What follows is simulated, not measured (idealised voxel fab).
voxel self aligned contacts: a process module
Pictured: cross-section cut, 275 nm wide, on a grid of 5 nm square cells.
A cross-section is a grid of square cells, given in bands from the top down. A band is one or more rows of cells. Band entry format. Leading values: height of top, height of bottom, nm. Remainder: materials in left-to-right order, each with its width in nm. Special words: "full width" on a single material, which then fills the band edge to edge; "air", empty space. Heights are measured from 0, the level below which the as-received wafer is all one material; the lowest band has no bottom and continues downward, written as in "0..down". Read "30->40" as a graded width: first number on top, second number at the bottom, same change between each pair of neighbouring rows. Step note "nothing altered" = no cross-section cell changed. "Sealed voids" means: voids of 8 cells or more that are shut off from the top with no open way through. Written width x height at distance, distance from the left edge, in nm. What comes after the settings on a step's line is commentary from the simulator itself on that step. Steps that use a mask can have "overlay nm" on their line. It says how far the mask sat to the right of where it was meant to be. Negative means to the left.
The following list gives the planned process steps:
1,RECEIVE, material Si
2,OXIDIZE, depth nm 5
3,DIRECTIONAL_DEP, material polySi, thk nm 25
4,DIRECTIONAL_DEP, material SiN, thk nm 15
5,DIRECTIONAL_DEP, material aC, thk nm 10
6,PATTERN, tone cover, mask id GATE, material resist, width nm 35, pitch nm 65, thk nm 25, overlay nm 0
7,DIRECTIONAL_ETCH, etch materials aC, depth nm 10
8,STRIP, etch materials resist
9,DIRECTIONAL_ETCH, etch materials SiN, depth nm 15
10,DIRECTIONAL_ETCH, etch materials polySi, depth nm 25
11,STRIP, etch materials aC
12,CONFORMAL_DEP, material SiN, thk nm 5
13,DIRECTIONAL_ETCH, etch materials SiN, depth nm 5
14,FILL_DEP, material SiO2, thk nm 20
15,CMP, height nm 50
16,DIRECTIONAL_DEP, material aC, thk nm 15
17,PATTERN, tone open, mask id CONTACT, material resist, width nm 50, thk nm 35, overlay nm 0
18,DIRECTIONAL_ETCH, etch materials aC, depth nm 15
19,STRIP, etch materials resist
20,DIRECTIONAL_ETCH, etch materials SiO2, depth nm 55
21,STRIP, etch materials aC
22,CONFORMAL_DEP, material TiN, thk nm 5
23,FILL_DEP, material Ru, thk nm 5
24,CMP, height nm 50
25,CONFORMAL_DEP, material SiN, thk nm 5
Delivered wafer in cross-section: state after step 1:
  0..down | Si full width
  Sealed voids: none
Module complete - cross-section of the first of two wafers, run according to plan:
  55..50 | SiN full width
  50..40 | 110 SiO2 / 5->20 TiN / 40->10 Ru / 5->20 TiN / 115 SiO2
  40..25 | 80 SiO2 / 45 SiN / 5 TiN / 10 Ru / 5 TiN / 45 SiN / 85 SiO2
  25..0 | 80 SiO2 / 5 SiN / 35 polySi / 5 SiN / 5 TiN / 10 Ru / 5 TiN / 5 SiN / 35 polySi / 5 SiN / 85 SiO2
  0..-5 | 125 SiO2 / 20 TiN / 130 SiO2
  -5..down | Si full width
  Sealed voids: none
Same start, same plan as the first wafer - but one mistake in the run. Cross-section of the second of the two at the end of the module:
  55..50 | SiN full width
  50..40 | 110 SiO2 / 5 TiN / 40 Ru / 5 TiN / 115 SiO2
  40..35 | 110 SiO2 / 20 TiN / 10 Ru / 20 TiN / 115 SiO2
  35..20 | 80 SiO2 / 45 SiN / 5 TiN / 10 Ru / 5 TiN / 45 SiN / 85 SiO2
  20..0 | 80 SiO2 / 5 SiN / 35 polySi / 5 SiN / 5 TiN / 10 Ru / 5 TiN / 5 SiN / 35 polySi / 5 SiN / 85 SiO2
  0..-5 | 125 SiO2 / 20 TiN / 130 SiO2
  -5..down | Si full width
  Sealed voids: none
Nonconformance to the process plan: step 3 off recipe, ran as DIRECTIONAL_DEP, material polySi, thk nm 20
Wrapping up, a cell-based count of both wafers puts the second over or under the first for these materials: +6 Ru, -4 SiN, +12 SiO2, -14 polySi
